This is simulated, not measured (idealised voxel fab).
The document below concerns the process module designated voxel double patterning.
Each square cell in cross-section cut measures 5 nm, and the section as a whole is 150 nm wide.
The cross-sections in this document take the form of a grid made of square cells. They are written out as bands, in order from top to bottom. Each band consists of one or more rows of cells.
Top height, bottom height, nm. Materials left to right, width each, nm. Single material + "all across" = fills band edge to edge. "blank" = empty.
Heights are measured from 0, the level below which the as-received wafer is all one material; the lowest band has no bottom and continues downward, written as in "0 nm and below".
It should be noted that a width expressed as "30..40" varies in equal increments from row to row of cells within the band, taking the value of the first number at the top row and that of the second number at the bottom row.
Any step labelled "stayed the same" changed none of the cells in the cross-section.
This entry, "Closed void register", enumerates those empty regions of no fewer than 8 cells that possess no open connection to the top. Each region is reported in the form width x height at distance, the distance being taken from the left edge, with all three quantities expressed in nm.
Heads up: the bit after the settings on a step's line is the simulator's remark on that step.
Steps that use a mask can have "overlay nm" on their line. It says how far the mask sat to the right of where it was meant to be. Negative means to the left.

HERE'S WHAT THE PLANNED PROCESS STEPS LOOK LIKE
1. RECEIVE with material Si
2. CONFORMAL_DEP with material SiO2, thk nm 10
3. DIRECTIONAL_DEP with material TiN, thk nm 10
4. DIRECTIONAL_DEP with material SiN, thk nm 5
5. MASKED_ETCH with tone open, mask id FIRST, width nm 15, pitch nm 50, etch materials SiN, depth nm 5, overlay nm 0
6. DIRECTIONAL_DEP with material aC, thk nm 15
7. PATTERN with tone open, mask id SECOND, material resist, width nm 15, pitch nm 50, thk nm 35, overlay nm 0
8. DIRECTIONAL_ETCH with etch materials aC, depth nm 5
9. STRIP with etch materials resist
10. DIRECTIONAL_ETCH with etch materials SiN, depth nm 5
11. STRIP with etch materials aC
12. DIRECTIONAL_ETCH with etch materials TiN, depth nm 10
13. STRIP with etch materials SiN
Split variable: depth nm, step 8. Plan value = first wafer. Wafers start alike.

CUT THROUGH THE FIRST OF SEVERAL WAFERS AS RECEIVED, POST STEP 1
* 0 nm and below: Si all across
* Closed void register: none

FIRST OF SEVERAL WAFERS, SECTIONED AT END OF MODULE (LAST STEP: STEP 13)
* 20 nm to 10 nm: TiN=15  blank=15  TiN=35  blank=15  TiN=35  blank=15  TiN=20
* 10 nm to 0 nm: SiO2 all across
* 0 nm and below: Si all across
* Closed void register: none

HERE WE CROSS-SECTIONED THE LAST OF THE WAFERS ONCE THE MODULE WAS DONE
* 20 nm to 10 nm: TiN=15  blank=15  TiN=10  blank=15  TiN=10  blank=15  TiN=10  blank=15  TiN=10  blank=15  TiN=20
* 10 nm to 0 nm: SiO2 all across
* 0 nm and below: Si all across
* Closed void register: none

THE ROWS OF THE TABLE BELOW ARE WAFERS. LOOKING AT THE END OF THE MODULE, A ROW COUNTS, FOR EVERY MATERIAL, THE CELLS THE WAFER HAS GAINED, SHOWN AS (+), OR LOST, SHOWN AS (-), SINCE IT WAS RECEIVED; ITS CLOSED VOIDS COME NEXT
depth nm 5, +60 SiO2, +42 TiN, Closed void register: none
depth nm 10, +60 SiO2, +42 TiN, Closed void register: none
depth nm 15, +60 SiO2, +30 TiN, Closed void register: none
depth nm 20, +60 SiO2, +30 TiN, Closed void register: none
depth nm 25, +60 SiO2, +30 TiN, Closed void register: none
depth nm 30, +60 SiO2, +30 TiN, Closed void register: none
